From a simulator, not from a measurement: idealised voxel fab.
Process module, titled voxel gate over fins
The cross-section on display is named cut; it measures 285 nm wide, and its cells are 5 nm squares.
Cross-section = grid of square cells, listed top down in bands; band = one or more rows.
Quick guide to a band line: top height, bottom height (nm) up front; then every material left to right with its width in nm. Only one material and it's marked "full width"? Then it fills the band edge to edge. And "air" just means empty space.
Heights are expressed relative to 0, this being the level below which the as-received wafer comprises one material exclusively. The lowest band is unbounded in the downward direction and is denoted as in "z 0 and below".
So if you see something like "30..40" for the width, read it as the top row of the band sitting at the first number and the bottom row at the second, with every row in between moving by the same amount as the last.
No cell of the cross-section changed in a step that is given as "remained the same".
In "Closed void catalog" the enclosed voids are listed, meaning empty spaces of 8 cells or larger without any opening to the top. The form is width x height at distance, distance from the left edge, units nm.
On a step's line, text after the settings is the simulator commenting on that step.
"overlay nm" denotes, for a step that has a mask, the displacement of the mask to the right of its planned place, with negative values corresponding to the left.

Listed below are the process steps as planned
step 1: RECEIVE,material Si
step 2: CONFORMAL_DEP,material SiN,thk nm 10
step 3: MASKED_ETCH,tone cover,mask id FINS,width nm 15,pitch nm 35,etch materials SiN,depth nm 10,overlay nm 0
step 4: MASKED_ETCH,tone cover,mask id FINS,width nm 15,pitch nm 35,etch materials Si,depth nm 30,overlay nm 0
step 5: OXIDIZE,depth nm 5
step 6: FILL_DEP,material SiO2,thk nm 15
step 7: CMP,height nm 10
step 8: SELECTIVE_ETCH,etch materials SiO2,depth nm 25
step 9: STRIP,etch materials SiN
step 10: CONFORMAL_DEP,material HfO2,thk nm 5
step 11: CONFORMAL_DEP,material TiN,thk nm 5
step 12: CONFORMAL_DEP,material TiAl,thk nm 5
step 13: CONFORMAL_DEP,material TiN,thk nm 5
step 14: FILL_DEP,material W,thk nm 10
step 15: CMP,height nm 25
step 16: CONFORMAL_DEP,material SiN,thk nm 5

Received-state cross-section, reflecting completion of step 1
z 0 and below = Si full width
Closed void catalog: none

Cross-section at module end, one run error; start and plan unchanged from above
z 30 to 25 = SiN full width
z 25 to 20 = W full width
z 20 to 15 = 100 nm W / 85 nm TiN / 100 nm W
z 15 to 10 = 100 nm W / 5 nm TiN / 75 nm TiAl / 5 nm TiN / 100 nm W
z 10 to 5 = 100 nm W / 5 nm TiN / 5 nm TiAl / 30 nm TiN / 5 nm TiAl / 30 nm TiN / 5 nm TiAl / 5 nm TiN / 100 nm W
z 5 to 0 = 105 nm TiN / 5 nm TiAl / 5 nm TiN / 20 nm HfO2 / 5 nm TiN / 5 nm TiAl / 5 nm TiN / 20 nm HfO2 / 5 nm TiN / 5 nm TiAl / 105 nm TiN
z 0 to -5 = 110 nm TiAl / 5 nm TiN / 5 nm HfO2 / 10 nm Si / 5 nm HfO2 / 5 nm TiN / 5 nm TiAl / 5 nm TiN / 5 nm HfO2 / 10 nm Si / 5 nm HfO2 / 5 nm TiN / 110 nm TiAl
z -5 to -10 = 115 nm TiN / 5 nm HfO2 / 10 nm Si / 5 nm HfO2 / 15 nm TiN / 5 nm HfO2 / 10 nm Si / 5 nm HfO2 / 115 nm TiN
z -10 to -15 = 120 nm HfO2 / 10 nm Si / 25 nm HfO2 / 10 nm Si / 120 nm HfO2
z -15 to -35 = 120 nm SiO2 / 10 nm Si / 25 nm SiO2 / 10 nm Si / 120 nm SiO2
z -35 and below = Si full width
Closed void catalog: none
What was done differently from what was planned? step 3 off recipe, ran as MASKED_ETCH,tone cover,mask id FINS,width nm 20,pitch nm 35,etch materials SiN,depth nm 10,overlay nm 0
